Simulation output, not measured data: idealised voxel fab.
Process module in this document: voxel air gaps
Cross-sectional view cut (width: 235 nm; square cell size: 5 nm).
Reading order for cross-sections: top band down to bottom band. Underlying form: a grid of square cells. Band size: one or more rows of cells.
This entry defines a band. It first specifies the height of the band's top and the height of its bottom in nm, and then specifies the band's materials from left to right, stating each material with its width in nm. The word "full width" identifies a single material that fills the band from edge to edge, while the word "empty" identifies empty space.
Heights are expressed relative to 0, this being the level below which the as-received wafer comprises one material exclusively. The lowest band is unbounded in the downward direction and is denoted as in "0 nm and below".
Per-row width for "30->40": begins at first number (top row of band), ends at second number (bottom row), increment between rows held constant.
Take "no modification" at face value: in the step it is given for, the cross-section changed in none of its cells.
"Encapsulated voids" means: voids of 8 cells or more that are shut off from the top with no open way through. Written width x height at distance, distance from the left edge, in nm.
Step line, after settings: the simulator's comment on this step.
You can add "overlay nm" to a step's line. For a step with a mask, it describes how far the mask lay to the right of its planned position, and a negative number describes a lay to the left.

Below is the list of planned process steps
1: RECEIVE (material Si)
2: CONFORMAL_DEP (material SiO2; thk nm 10)
3: CONFORMAL_DEP (material SiN; thk nm 5)
4: DIRECTIONAL_DEP (material SiO2; thk nm 35)
5: MASKED_ETCH (tone open; mask id LINES; width nm 15; pitch nm 40; etch materials SiO2; depth nm 35; overlay nm 0)
6: CONFORMAL_DEP (material TiN; thk nm 5)
7: FILL_DEP (material Ru; thk nm 5)
8: CMP (height nm 50)
9: EPI (material Ru; thk nm 10)
10: SELECTIVE_ETCH (etch materials SiO2; depth nm 45)
11: CONFORMAL_DEP (material SiCN; thk nm 5)

On the first of the two wafers: run conducted according to plan

As-received wafer cross-section (after step 1)
- 0 nm and below | Si full width
- Encapsulated voids: none

Step 2 done - wafer cross-section
- 10 nm to 0 nm | SiO2 full width
- Everything below 0 is unchanged.

Step 3 done - wafer cross-section
- 15 nm to 10 nm | SiN full width
- Everything below 10 is unchanged.

Step 4 done - wafer cross-section
- 50 nm to 15 nm | SiO2 full width
- Everything below 15 is unchanged.

Step 5 done - wafer cross-section
- 50 nm to 15 nm | SiO2=50, then empty=15, then SiO2=25, then empty=15, then SiO2=25, then empty=15, then SiO2=25, then empty=15, then SiO2=50
- Everything below 15 is unchanged.

Step 6 done - wafer cross-section
- 55 nm to 50 nm | TiN=55, then empty=5, then TiN=35, then empty=5, then TiN=35, then empty=5, then TiN=35, then empty=5, then TiN=55
- 50 nm to 20 nm | SiO2=50, then TiN=5, then empty=5, then TiN=5, then SiO2=25, then TiN=5, then empty=5, then TiN=5, then SiO2=25, then TiN=5, then empty=5, then TiN=5, then SiO2=25, then TiN=5, then empty=5, then TiN=5, then SiO2=50
- 20 nm to 15 nm | SiO2=50, then TiN=15, then SiO2=25, then TiN=15, then SiO2=25, then TiN=15, then SiO2=25, then TiN=15, then SiO2=50
- Everything below 15 is unchanged.

Step 7 done - wafer cross-section
- 60 nm to 55 nm | Ru full width
- 55 nm to 50 nm | TiN=55, then Ru=5, then TiN=35, then Ru=5, then TiN=35, then Ru=5, then TiN=35, then Ru=5, then TiN=55
- 50 nm to 20 nm | SiO2=50, then TiN=5, then Ru=5, then TiN=5, then SiO2=25, then TiN=5, then Ru=5, then TiN=5, then SiO2=25, then TiN=5, then Ru=5, then TiN=5, then SiO2=25, then TiN=5, then Ru=5, then TiN=5, then SiO2=50
- Everything below 20 is unchanged.

Step 8 done - wafer cross-section
- 50 nm to 20 nm | SiO2=50, then TiN=5, then Ru=5, then TiN=5, then SiO2=25, then TiN=5, then Ru=5, then TiN=5, then SiO2=25, then TiN=5, then Ru=5, then TiN=5, then SiO2=25, then TiN=5, then Ru=5, then TiN=5, then SiO2=50
- Everything below 20 is unchanged.

Step 9 done - wafer cross-section
- 60 nm to 50 nm | empty=40, then Ru=35, then empty=5, then Ru=35, then empty=5, then Ru=35, then empty=5, then Ru=35, then empty=40
- Everything below 50 is unchanged.

Step 10 done - wafer cross-section
- 60 nm to 50 nm | empty=40, then Ru=35, then empty=5, then Ru=35, then empty=5, then Ru=35, then empty=5, then Ru=35, then empty=40
- 50 nm to 20 nm | empty=50, then TiN=5, then Ru=5, then TiN=5, then empty=25, then TiN=5, then Ru=5, then TiN=5, then empty=25, then TiN=5, then Ru=5, then TiN=5, then empty=25, then TiN=5, then Ru=5, then TiN=5, then empty=50
- 20 nm to 15 nm | empty=50, then TiN=15, then empty=25, then TiN=15, then empty=25, then TiN=15, then empty=25, then TiN=15, then empty=50
- Everything below 15 is unchanged.

Step 11 done - wafer cross-section
- 65 nm to 60 nm | empty=35, then SiCN=165, then empty=35
- 60 nm to 50 nm | empty=35, then SiCN=5, then Ru=35, then SiCN=5, then Ru=35, then SiCN=5, then Ru=35, then SiCN=5, then Ru=35, then SiCN=5, then empty=35
- 50 nm to 45 nm | empty=35, then SiCN=15, then TiN=5, then Ru=5, then TiN=5, then SiCN=25, then TiN=5, then Ru=5, then TiN=5, then SiCN=25, then TiN=5, then Ru=5, then TiN=5, then SiCN=25, then TiN=5, then Ru=5, then TiN=5, then SiCN=15, then empty=35
- 45 nm to 20 nm | empty=45, then SiCN=5, then TiN=5, then Ru=5, then TiN=5, then SiCN=5, then empty=15, then SiCN=5, then TiN=5, then Ru=5, then TiN=5, then SiCN=5, then empty=15, then SiCN=5, then TiN=5, then Ru=5, then TiN=5, then SiCN=5, then empty=15, then SiCN=5, then TiN=5, then Ru=5, then TiN=5, then SiCN=5, then empty=45
- 20 nm to 15 nm | SiCN=50, then TiN=15, then SiCN=25, then TiN=15, then SiCN=25, then TiN=15, then SiCN=25, then TiN=15, then SiCN=50
- Everything below 15 is unchanged.
- Encapsulated voids: 15 x 25 at 70; 15 x 25 at 110; 15 x 25 at 150

Second wafer, same starting conditions and recipe as the first, one mistake in executing it, nothing differs from the first up to and including step 7

What the second wafer looks like in cross-section when step 8 should have wrapped up
- 45 nm to 20 nm | SiO2=50, then TiN=5, then Ru=5, then TiN=5, then SiO2=25, then TiN=5, then Ru=5, then TiN=5, then SiO2=25, then TiN=5, then Ru=5, then TiN=5, then SiO2=25, then TiN=5, then Ru=5, then TiN=5, then SiO2=50
- Everything below 20 is unchanged.

What the second wafer looks like in cross-section when step 9 should have wrapped up
- 55 nm to 45 nm | empty=40, then Ru=35, then empty=5, then Ru=35, then empty=5, then Ru=35, then empty=5, then Ru=35, then empty=40
- Everything below 45 is unchanged.

What the second wafer looks like in cross-section when step 10 should have wrapped up
- 55 nm to 45 nm | empty=40, then Ru=35, then empty=5, then Ru=35, then empty=5, then Ru=35, then empty=5, then Ru=35, then empty=40
- 45 nm to 20 nm | empty=50, then TiN=5, then Ru=5, then TiN=5, then empty=25, then TiN=5, then Ru=5, then TiN=5, then empty=25, then TiN=5, then Ru=5, then TiN=5, then empty=25, then TiN=5, then Ru=5, then TiN=5, then empty=50
- 20 nm to 15 nm | empty=50, then TiN=15, then empty=25, then TiN=15, then empty=25, then TiN=15, then empty=25, then TiN=15, then empty=50
- Everything below 15 is unchanged.

What the second wafer looks like in cross-section when step 11 should have wrapped up
- 60 nm to 55 nm | empty=35, then SiCN=165, then empty=35
- 55 nm to 45 nm | empty=35, then SiCN=5, then Ru=35, then SiCN=5, then Ru=35, then SiCN=5, then Ru=35, then SiCN=5, then Ru=35, then SiCN=5, then empty=35
- 45 nm to 40 nm | empty=35, then SiCN=15, then TiN=5, then Ru=5, then TiN=5, then SiCN=25, then TiN=5, then Ru=5, then TiN=5, then SiCN=25, then TiN=5, then Ru=5, then TiN=5, then SiCN=25, then TiN=5, then Ru=5, then TiN=5, then SiCN=15, then empty=35
- 40 nm to 20 nm | empty=45, then SiCN=5, then TiN=5, then Ru=5, then TiN=5, then SiCN=5, then empty=15, then SiCN=5, then TiN=5, then Ru=5, then TiN=5, then SiCN=5, then empty=15, then SiCN=5, then TiN=5, then Ru=5, then TiN=5, then SiCN=5, then empty=15, then SiCN=5, then TiN=5, then Ru=5, then TiN=5, then SiCN=5, then empty=45
- 20 nm to 15 nm | SiCN=50, then TiN=15, then SiCN=25, then TiN=15, then SiCN=25, then TiN=15, then SiCN=25, then TiN=15, then SiCN=50
- Everything below 15 is unchanged.
- Encapsulated voids: 15 x 20 at 70; 15 x 20 at 110; 15 x 20 at 150
Short version of what went wrong: planned and actual differ for step 8; actual: CMP (height nm 45)
At the finish, the second wafer shows more or fewer cells for some materials than the first does: 4 fewer of Ru; 8 fewer of SiCN; 8 fewer of TiN
